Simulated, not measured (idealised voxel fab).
Process module name: voxel transistor to metal
The cross-section on display is named cut; it measures 210 nm wide, and its cells are 5 nm squares.
Square cells in a grid make up a cross-section in this document, and the grid is given as bands, listed from the top down, each one or more rows of cells. Heads up on the band format: heights come first, top then bottom, in nm. After that it's the materials left to right, each with its width in nm. A single material flagged "all across" fills the whole band edge to edge, and "blank" means there's empty space there. We count height from 0. Below that, the starting wafer is all one material. The lowest band never ends at the bottom but goes on down; see "0..down" for how that is written. Width: "30->40" (first number = top row, second number = bottom row, same change from row to row of cells). Any step labelled "left unchanged" changed none of the cells in the cross-section. The entry "Closed void table" lists the empty spaces that cover at least 8 cells and have no open path to the top. Each is written as width x height at distance, where the distance is measured from the left edge and all three values are in nm. Note: text after step settings on the step line = simulator remark on that step. The optional step-line setting "overlay nm" applies to steps with a mask and quantifies how far to the right of its planned location the mask lay, a negative value indicating leftward placement.
# This section lists the process steps that were planned
| 1 | op RECEIVE | material Si |
| 2 | op OXIDIZE | depth nm 5 |
| 3 | op CONFORMAL_DEP | material SiN | thk nm 10 |
| 4 | op PATTERN | tone cover | mask id ACTIVE | material resist | width nm 95 | thk nm 15 | overlay nm 0 |
| 5 | op DIRECTIONAL_ETCH | etch materials SiN | depth nm 10 |
| 6 | op DIRECTIONAL_ETCH | etch materials SiO2 | depth nm 5 |
| 7 | op DIRECTIONAL_ETCH | etch materials Si | depth nm 35 |
| 8 | op STRIP | etch materials resist |
| 9 | op OXIDIZE | depth nm 5 |
| 10 | op FILL_DEP | material SiO2 | thk nm 5 |
| 11 | op CMP | height nm 10 |
| 12 | op SELECTIVE_ETCH | etch materials SiO2 | depth nm 10 |
| 13 | op STRIP | etch materials SiN |
| 14 | op SELECTIVE_ETCH | etch materials SiO2 | depth nm 5 |
| 15 | op OXIDIZE | depth nm 5 |
| 16 | op DIRECTIONAL_DEP | material polySi | thk nm 25 |
| 17 | op DIRECTIONAL_DEP | material SiCN | thk nm 10 |
| 18 | op MASKED_ETCH | tone cover | mask id GATE | width nm 15 | etch materials SiCN | depth nm 20 | overlay nm 0 |
| 19 | op MASKED_ETCH | tone cover | mask id GATE | width nm 15 | etch materials polySi | depth nm 35 | overlay nm 0 |
| 20 | op CONFORMAL_DEP | material SiN | thk nm 10 |
| 21 | op DIRECTIONAL_ETCH | etch materials SiN | depth nm 10 |
| 22 | op DIRECTIONAL_ETCH | etch materials SiO2 | depth nm 5 |
| 23 | op DIRECTIONAL_ETCH | etch materials Si | depth nm 10 |
| 24 | op EPI | material nSi | thk nm 15 |
| 25 | op FILL_DEP | material SiO2 | thk nm 5 |
| 26 | op CMP | height nm 30 |
| 27 | op DIRECTIONAL_DEP | material SiO2 | thk nm 15 |
| 28 | op MASKED_ETCH | tone open | mask id CONTACT | width nm 15 | pitch nm 60 | etch materials SiO2 | depth nm 50 | overlay nm 0 |
| 29 | op CONFORMAL_DEP | material TiN | thk nm 5 |
| 30 | op FILL_DEP | material W | thk nm 10 |
| 31 | op CMP | height nm 45 |
| 32 | op DIRECTIONAL_DEP | material TiN | thk nm 5 |
| 33 | op DIRECTIONAL_DEP | material W | thk nm 25 |
| 34 | op PATTERN | tone cover | mask id METAL_1 | material resist | width nm 15 | pitch nm 60 | thk nm 15 | overlay nm 0 |
| 35 | op DIRECTIONAL_ETCH | etch materials W | depth nm 25 |
| 36 | op DIRECTIONAL_ETCH | etch materials TiN | depth nm 5 |
| 37 | op STRIP | etch materials resist |
| 38 | op FILL_DEP | material lowk | thk nm 10 |
| 39 | op CMP | height nm 75 |
| 40 | op CONFORMAL_DEP | material SiN | thk nm 5 |
# Cross-section of the wafer at receipt, which is the condition after step 1
- 0..down  Si all across
- Closed void table: none
# Sectioned view, first of two wafers, at the close of the module, processed as intended in the plan
- 80..75  SiN all across
- 75..50  65 of lowk  15 of W  45 of lowk  15 of W  70 of lowk
- 50..45  65 of lowk  15 of TiN  45 of lowk  15 of TiN  70 of lowk
- 45..30  65 of SiO2  5 of TiN  5 of W  5 of TiN  45 of SiO2  5 of TiN  5 of W  5 of TiN  70 of SiO2
- 30..20  65 of SiO2  5 of TiN  5 of W  5 of TiN  5 of SiO2  10 of SiN  15 of SiCN  10 of SiN  5 of SiO2  5 of TiN  5 of W  5 of TiN  70 of SiO2
- 20..10  65 of SiO2  5 of TiN  5 of W  5 of TiN  5 of SiO2  10 of SiN  15 of polySi  10 of SiN  5 of SiO2  5 of TiN  5 of W  5 of TiN  70 of SiO2
- 10..5  65 of SiO2  15 of TiN  5 of SiO2  10 of SiN  15 of polySi  10 of SiN  5 of SiO2  15 of TiN  70 of SiO2
- 5..-5  65 of SiO2  5 of TiN  15 of nSi  10 of SiN  15 of polySi  10 of SiN  15 of nSi  5 of TiN  70 of SiO2
- -5..-10  55 of SiO2  30 of nSi  35 of SiO2  30 of nSi  60 of SiO2
- -10..-20  60 of SiO2  25 of nSi  35 of Si  25 of nSi  65 of SiO2
- -20..-45  60 of SiO2  85 of Si  65 of SiO2
- -45..down  Si all across
- Closed void table: none
# Now the second wafer, cross-sectioned at the end of the module. Nothing different at the start, nothing different in the plan compared with the first, just one mistake when it was actually run
- 80..75  SiN all across
- 75..50  65 of lowk  15 of W  45 of lowk  15 of W  70 of lowk
- 50..45  65 of lowk  15 of TiN  45 of lowk  15 of TiN  70 of lowk
- 45..25  65 of SiO2  5 of TiN  5 of W  5 of TiN  45 of SiO2  5 of TiN  5 of W  5 of TiN  70 of SiO2
- 25..15  65 of SiO2  5 of TiN  5 of W  5 of TiN  5 of SiO2  10 of SiN  15 of SiCN  10 of SiN  5 of SiO2  5 of TiN  5 of W  5 of TiN  70 of SiO2
- 15..10  65 of SiO2  5 of TiN  5 of W  5 of TiN  5 of SiO2  10 of SiN  15 of polySi  10 of SiN  5 of SiO2  5 of TiN  5 of W  5 of TiN  70 of SiO2
- 10..5  65 of SiO2  15 of TiN  5 of SiO2  10 of SiN  15 of polySi  10 of SiN  5 of SiO2  15 of TiN  70 of SiO2
- 5..-5  65 of SiO2  5 of TiN  15 of nSi  10 of SiN  15 of polySi  10 of SiN  15 of nSi  5 of TiN  70 of SiO2
- -5..-10  55 of SiO2  30 of nSi  35 of SiO2  30 of nSi  60 of SiO2
- -10..-20  60 of SiO2  25 of nSi  35 of Si  25 of nSi  65 of SiO2
- -20..-45  60 of SiO2  85 of Si  65 of SiO2
- -45..down  Si all across
- Closed void table: none
Finding, execution versus plan: step 16 ran differently from the plan; actual operation with settings: op DIRECTIONAL_DEP | material polySi | thk nm 20
In the final state, the cell counts of the second wafer exceed or fall short of those of the first for the following materials: -4 SiN, +7 SiO2, -3 polySi
